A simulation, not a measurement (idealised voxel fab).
The process module presented herein is designated voxel spacer lines.
It is cross-section cut that appears here, measuring 180 nm in width, its square cells being 5 nm in size.
Cross-section spec: square-cell grid; bands listed top down; each band is one or more rows. First you get the band's top height and its bottom height, in nm, and then the materials it's made of, left to right, with each width in nm. If you see a single material with "everywhere", that one covers the band edge to edge. "blank" is empty space. Note: height 0 marks the level under which the wafer is uniformly one material as received. Lowest band unbounded below, written "top 0, no bottom". Think of "30 to 40" as a width that walks from the first number to the second as you go down the band, top row to bottom row, taking equal-sized steps from row to row. Given "nothing different" for a step, no cell of the cross-section differs between before and after that step. "Fully sealed voids" means: voids of 8 cells or more that are shut off from the top with no open way through. Written width x height at distance, distance from the left edge, in nm. On a step's line, text after the settings is the simulator commenting on that step. The optional step-line setting "overlay nm" applies to steps with a mask and quantifies how far to the right of its planned location the mask lay, a negative value indicating leftward placement.
THE FOLLOWING LIST GIVES THE PLANNED PROCESS STEPS
| 1 | RECEIVE (material Si) |
| 2 | CONFORMAL_DEP (material Al2O3; thk nm 5) |
| 3 | DIRECTIONAL_DEP (material W; thk nm 10) |
| 4 | DIRECTIONAL_DEP (material aC; thk nm 30) |
| 5 | PATTERN (tone cover; mask id MANDREL; material resist; width nm 15; pitch nm 50; thk nm 35; overlay nm 0) |
| 6 | DIRECTIONAL_ETCH (etch materials aC; depth nm 30) |
| 7 | STRIP (etch materials resist) |
| 8 | CONFORMAL_DEP (material SiO2; thk nm 10) |
| 9 | DIRECTIONAL_ETCH (etch materials SiO2; depth nm 10) |
| 10 | STRIP (etch materials aC) |
| 11 | DIRECTIONAL_ETCH (etch materials W; depth nm 10) |
| 12 | STRIP (etch materials SiO2) |
| 13 | FILL_DEP (material lowk; thk nm 10) |
| 14 | CMP (height nm 15) |
THE FIRST OF TWO WAFERS, RUN AS PLANNED
THE CROSS-SECTION HERE SHOWS THE WAFER AS RECEIVED, I.E. IN ITS STATE AFTER STEP 1
    top 0, no bottom = Si everywhere
    Fully sealed voids: none
STEP 2 COMPLETE: CROSS-SECTION THROUGH THE WAFER
    top 5, bottom 0 = Al2O3 everywhere
    Under 0: no change, same as before.
STEP 3 COMPLETE: CROSS-SECTION THROUGH THE WAFER
    top 15, bottom 5 = W everywhere
    Under 5: no change, same as before.
STEP 4 COMPLETE: CROSS-SECTION THROUGH THE WAFER
    top 45, bottom 15 = aC everywhere
    Under 15: no change, same as before.
STEP 5 COMPLETE: CROSS-SECTION THROUGH THE WAFER
    top 80, bottom 45 = blank=30, then resist=15, then blank=35, then resist=15, then blank=35, then resist=15, then blank=35
    Under 45: no change, same as before.
STEP 6 COMPLETE: CROSS-SECTION THROUGH THE WAFER
    top 50, bottom 45 = blank=30, then resist=15, then blank=35, then resist=15, then blank=35, then resist=15, then blank=35
    top 45, bottom 15 = blank=30, then aC=15, then blank=35, then aC=15, then blank=35, then aC=15, then blank=35
    Under 15: no change, same as before.
STEP 7 COMPLETE: CROSS-SECTION THROUGH THE WAFER
    top 45, bottom 15 = blank=30, then aC=15, then blank=35, then aC=15, then blank=35, then aC=15, then blank=35
    Under 15: no change, same as before.
STEP 8 COMPLETE: CROSS-SECTION THROUGH THE WAFER
    top 55, bottom 45 = blank=20, then SiO2=35, then blank=15, then SiO2=35, then blank=15, then SiO2=35, then blank=25
    top 45, bottom 25 = blank=20, then SiO2=10, then aC=15, then SiO2=10, then blank=15, then SiO2=10, then aC=15, then SiO2=10, then blank=15, then SiO2=10, then aC=15, then SiO2=10, then blank=25
    top 25, bottom 15 = SiO2=30, then aC=15, then SiO2=35, then aC=15, then SiO2=35, then aC=15, then SiO2=35
    Under 15: no change, same as before.
STEP 9 COMPLETE: CROSS-SECTION THROUGH THE WAFER
    top 45, bottom 15 = blank=20, then SiO2=10, then aC=15, then SiO2=10, then blank=15, then SiO2=10, then aC=15, then SiO2=10, then blank=15, then SiO2=10, then aC=15, then SiO2=10, then blank=25
    Under 15: no change, same as before.
STEP 10 COMPLETE: CROSS-SECTION THROUGH THE WAFER
    top 45, bottom 15 = blank=20, then SiO2=10, then blank=15, then SiO2=10, then blank=15, then SiO2=10, then blank=15, then SiO2=10, then blank=15, then SiO2=10, then blank=15, then SiO2=10, then blank=25
    Under 15: no change, same as before.
STEP 11 COMPLETE: CROSS-SECTION THROUGH THE WAFER
    top 45, bottom 15 = blank=20, then SiO2=10, then blank=15, then SiO2=10, then blank=15, then SiO2=10, then blank=15, then SiO2=10, then blank=15, then SiO2=10, then blank=15, then SiO2=10, then blank=25
    top 15, bottom 5 = blank=20, then W=10, then blank=15, then W=10, then blank=15, then W=10, then blank=15, then W=10, then blank=15, then W=10, then blank=15, then W=10, then blank=25
    Under 5: no change, same as before.
STEP 12 COMPLETE: CROSS-SECTION THROUGH THE WAFER
    top 15, bottom 5 = blank=20, then W=10, then blank=15, then W=10, then blank=15, then W=10, then blank=15, then W=10, then blank=15, then W=10, then blank=15, then W=10, then blank=25
    Under 5: no change, same as before.
STEP 13 COMPLETE: CROSS-SECTION THROUGH THE WAFER
    top 25, bottom 15 = lowk everywhere
    top 15, bottom 5 = lowk=20, then W=10, then lowk=15, then W=10, then lowk=15, then W=10, then lowk=15, then W=10, then lowk=15, then W=10, then lowk=15, then W=10, then lowk=25
    Under 5: no change, same as before.
STEP 14 COMPLETE: CROSS-SECTION THROUGH THE WAFER
    top 15, bottom 5 = lowk=20, then W=10, then lowk=15, then W=10, then lowk=15, then W=10, then lowk=15, then W=10, then lowk=15, then W=10, then lowk=15, then W=10, then lowk=25
    Under 5: no change, same as before.
SECOND WAFER - SHARED START AND PLAN WITH THE FIRST - ONE ERROR IN RUNNING - SAME AS THE FIRST UP TO STEP 4 INCLUSIVE
WHEN STEP 5 SHOULD HAVE ENDED
    top 80, bottom 45 = blank=25, then resist=25, then blank=25, then resist=25, then blank=25, then resist=25, then blank=30
    Under 45: no change, same as before.
WHEN STEP 6 SHOULD HAVE ENDED
    top 50, bottom 45 = blank=25, then resist=25, then blank=25, then resist=25, then blank=25, then resist=25, then blank=30
    top 45, bottom 15 = blank=25, then aC=25, then blank=25, then aC=25, then blank=25, then aC=25, then blank=30
    Under 15: no change, same as before.
WHEN STEP 7 SHOULD HAVE ENDED
    top 45, bottom 15 = blank=25, then aC=25, then blank=25, then aC=25, then blank=25, then aC=25, then blank=30
    Under 15: no change, same as before.
WHEN STEP 8 SHOULD HAVE ENDED
    top 55, bottom 45 = blank=15, then SiO2=45, then blank=5, then SiO2=45, then blank=5, then SiO2=45, then blank=20
    top 45, bottom 25 = blank=15, then SiO2=10, then aC=25, then SiO2=10, then blank=5, then SiO2=10, then aC=25, then SiO2=10, then blank=5, then SiO2=10, then aC=25, then SiO2=10, then blank=20
    top 25, bottom 15 = SiO2=25, then aC=25, then SiO2=25, then aC=25, then SiO2=25, then aC=25, then SiO2=30
    Under 15: no change, same as before.
WHEN STEP 9 SHOULD HAVE ENDED
    top 45, bottom 15 = blank=15, then SiO2=10, then aC=25, then SiO2=10, then blank=5, then SiO2=10, then aC=25, then SiO2=10, then blank=5, then SiO2=10, then aC=25, then SiO2=10, then blank=20
    Under 15: no change, same as before.
WHEN STEP 10 SHOULD HAVE ENDED
    top 45, bottom 15 = blank=15, then SiO2=10, then blank=25, then SiO2=10, then blank=5, then SiO2=10, then blank=25, then SiO2=10, then blank=5, then SiO2=10, then blank=25, then SiO2=10, then blank=20
    Under 15: no change, same as before.
WHEN STEP 11 SHOULD HAVE ENDED
    top 45, bottom 15 = blank=15, then SiO2=10, then blank=25, then SiO2=10, then blank=5, then SiO2=10, then blank=25, then SiO2=10, then blank=5, then SiO2=10, then blank=25, then SiO2=10, then blank=20
    top 15, bottom 5 = blank=15, then W=10, then blank=25, then W=10, then blank=5, then W=10, then blank=25, then W=10, then blank=5, then W=10, then blank=25, then W=10, then blank=20
    Under 5: no change, same as before.
WHEN STEP 12 SHOULD HAVE ENDED
    top 15, bottom 5 = blank=15, then W=10, then blank=25, then W=10, then blank=5, then W=10, then blank=25, then W=10, then blank=5, then W=10, then blank=25, then W=10, then blank=20
    Under 5: no change, same as before.
WHEN STEP 13 SHOULD HAVE ENDED
    top 25, bottom 15 = lowk everywhere
    top 15, bottom 5 = lowk=15, then W=10, then lowk=25, then W=10, then lowk=5, then W=10, then lowk=25, then W=10, then lowk=5, then W=10, then lowk=25, then W=10, then lowk=20
    Under 5: no change, same as before.
WHEN STEP 14 SHOULD HAVE ENDED
    top 15, bottom 5 = lowk=15, then W=10, then lowk=25, then W=10, then lowk=5, then W=10, then lowk=25, then W=10, then lowk=5, then W=10, then lowk=25, then W=10, then lowk=20
    Under 5: no change, same as before.
So what did we get wrong on this run? note that step 5 departed from the planned setting and was carried out as PATTERN (tone cover; mask id MANDREL; material resist; width nm 25; pitch nm 50; thk nm 35; overlay nm 0)
Matching per-material cell counts, mismatched positions: that is how the second wafer compares with the first at the end.
